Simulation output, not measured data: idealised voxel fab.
The document below concerns the process module designated voxel released beams.
FYI the section here is cut, 175 nm wide, cells are 5 nm squares.
When this document writes out a cross-section, it uses a grid of square cells and lists it as bands, beginning at the top and moving down, with a band standing for one or more rows of cells. Band entry format. Leading values: height of top, height of bottom, nm. Remainder: materials in left-to-right order, each with its width in nm. Special words: "all across" on a single material, which then fills the band edge to edge; "blank", empty space. For the purposes of this specification, 0 denotes the height below which the wafer in its as-received condition is composed wholly of one material, and the lowermost band, lacking a lower limit, extends downward without end, as expressed in "0 -> down". A two-number width, for instance "30..40", indicates that the width is equal to the first number in the top row of the band and to the second number in the bottom row, and that it changes by a constant amount per row of cells. Given "nothing changed" for a step, no cell of the cross-section differs between before and after that step. Entry "Closed internal cavities". Content: empty spaces with no open connection to the top, size 8 cells or greater. Each: width x height at distance. Distance: from left edge. Unit: nm. Read whatever lies past the settings on a step's line as the simulator's own remark about the step. "overlay nm" on a masked step: distance the mask lay right of its planned place, negative for left.
### The following list gives the planned process steps
step 1: RECEIVE | material Si
step 2: CONFORMAL_DEP | material SiN | thk nm 5
step 3: DIRECTIONAL_DEP | material SiO2 | thk nm 15
step 4: PATTERN | tone open | mask id ANCHOR | material resist | width nm 35 | thk nm 15 | overlay nm 0
step 5: DIRECTIONAL_ETCH | etch materials SiO2 | depth nm 15
step 6: STRIP | etch materials resist
step 7: CONFORMAL_DEP | material W | thk nm 15
step 8: DIRECTIONAL_DEP | material aC | thk nm 10
step 9: PATTERN | tone cover | mask id BEAM | material resist | width nm 120 | thk nm 25 | overlay nm 0
step 10: DIRECTIONAL_ETCH | etch materials aC | depth nm 10
step 11: STRIP | etch materials resist
step 12: DIRECTIONAL_ETCH | etch materials W | depth nm 15
step 13: STRIP | etch materials aC
step 14: STRIP | etch materials SiO2
### Incoming wafer, cross-sectional view, post step 1
* 0 -> down: Si all across
* Closed internal cavities: none
### End state of the module in cross-section, given the above starting point and plan and one mistake in execution
* 35 -> 20: blank (25) / W (30) / blank (5) / W (85) / blank (30)
* 20 -> 5: blank (40) / W (35) / blank (100)
* 5 -> 0: SiN all across
* 0 -> down: Si all across
* Closed internal cavities: none
What went wrong in running the wafer? note that step 4 departed from the planned setting and was carried out as PATTERN | tone open | mask id ANCHOR | material resist | width nm 35 | thk nm 15 | overlay nm 10
